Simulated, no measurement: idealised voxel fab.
The following is a process module called voxel self aligned contacts.
Displayed cross-section: cut, width of 290 nm, square cells sized 5 nm.
Heads up, the way a cross-section reads in here is a grid of square cells, handed over as bands from the top down, with every band being one or more rows of cells. Band: top height; bottom height; in nm. Then, left to right: material with width in nm, for each material. "edge to edge": a single material spanning edge to edge. "empty": empty space. Heads up on the height convention: 0 is the point under which the incoming wafer is all one material, and the lowest band has no bottom, it just keeps going down, like "top 0, no bottom". Width: "30->40" (first number = top row, second number = bottom row, same change from row to row of cells). "no modification" -> step changed no cross-section cell. Each empty space that has no open way to the top and spans at least 8 cells appears under "Closed void inventory" as width x height at distance, the distance counted from the left edge, all in nm. Step line, after settings: the simulator's comment on this step. What "overlay nm" on a step's line means: if the step has a mask, that mask lay this far to the right of its planned place, or, when the value is negative, to the left.
**Planned process steps**
step 1: RECEIVE with material Si
step 2: CONFORMAL_DEP with material SiO2, thk nm 5
step 3: DIRECTIONAL_DEP with material polySi, thk nm 25
step 4: DIRECTIONAL_DEP with material SiN, thk nm 20
step 5: DIRECTIONAL_DEP with material aC, thk nm 15
step 6: PATTERN with tone cover, mask id GATE, material resist, width nm 30, pitch nm 75, thk nm 30, overlay nm 0
step 7: DIRECTIONAL_ETCH with etch materials aC, depth nm 15
step 8: STRIP with etch materials resist
step 9: DIRECTIONAL_ETCH with etch materials SiN, depth nm 20
step 10: DIRECTIONAL_ETCH with etch materials polySi, depth nm 25
step 11: STRIP with etch materials aC
step 12: CONFORMAL_DEP with material SiN, thk nm 10
step 13: DIRECTIONAL_ETCH with etch materials SiN, depth nm 10
step 14: FILL_DEP with material SiO2, thk nm 10
step 15: CMP with height nm 55
step 16: MASKED_ETCH with tone open, mask id CONTACT, width nm 55, pitch nm 75, etch materials SiO2, depth nm 55, overlay nm 0
step 17: CONFORMAL_DEP with material TiN, thk nm 5
step 18: FILL_DEP with material W, thk nm 5
step 19: CMP with height nm 55
step 20: CONFORMAL_DEP with material SiN, thk nm 5
**So this is the incoming wafer in cross-section - it's already been through step 1**
top 0, no bottom: Si edge to edge
Closed void inventory: none
**Here's the cross-section of the first of our two wafers at the end of the module - it ran as planned**
top 60, bottom 55: SiN edge to edge
top 55, bottom 50: 80 of SiO2, 20 of TiN, 15 of W, 20 of TiN, 20 of SiO2, 20 of TiN, 15 of W, 20 of TiN, 80 of SiO2
top 50, bottom 30: 45 of SiO2, 50 of SiN, 5 of TiN, 15 of W, 5 of TiN, 50 of SiN, 5 of TiN, 15 of W, 5 of TiN, 50 of SiN, 45 of SiO2
top 30, bottom 5: 45 of SiO2, 10 of SiN, 30 of polySi, 10 of SiN, 5 of TiN, 15 of W, 5 of TiN, 10 of SiN, 30 of polySi, 10 of SiN, 5 of TiN, 15 of W, 5 of TiN, 10 of SiN, 30 of polySi, 10 of SiN, 45 of SiO2
top 5, bottom 0: 95 of SiO2, 25 of TiN, 50 of SiO2, 25 of TiN, 95 of SiO2
top 0, no bottom: Si edge to edge
Closed void inventory: none
**Second of two wafers, module complete, sectioned: it shares the first wafer's start and plan but was run with one mistake**
top 60, bottom 55: SiN edge to edge
top 55, bottom 50: 80 of SiO2, 55 of TiN, 20 of SiO2, 55 of TiN, 80 of SiO2
top 50, bottom 30: 65 of SiN, 10 of SiO2, 65 of SiN, 10 of SiO2, 65 of SiN, 10 of SiO2, 65 of SiN
top 30, bottom 5: 55 of polySi, 10 of SiN, 10 of SiO2, 10 of SiN, 45 of polySi, 10 of SiN, 10 of SiO2, 10 of SiN, 45 of polySi, 10 of SiN, 10 of SiO2, 10 of SiN, 55 of polySi
top 5, bottom 0: SiO2 edge to edge
top 0, no bottom: Si edge to edge
Closed void inventory: none
It is concluded that the wafer was processed incorrectly with respect to the plan, in that heads up, step 6 didn't go per plan, it actually ran as PATTERN with tone open, mask id GATE, material resist, width nm 30, pitch nm 75, thk nm 30, overlay nm 0
Per the end-of-run cell counts, the second wafer holds more or fewer of some materials than the first: 88 more of SiN, 98 fewer of SiO2, 40 fewer of TiN, 60 fewer of W, 110 more of polySi
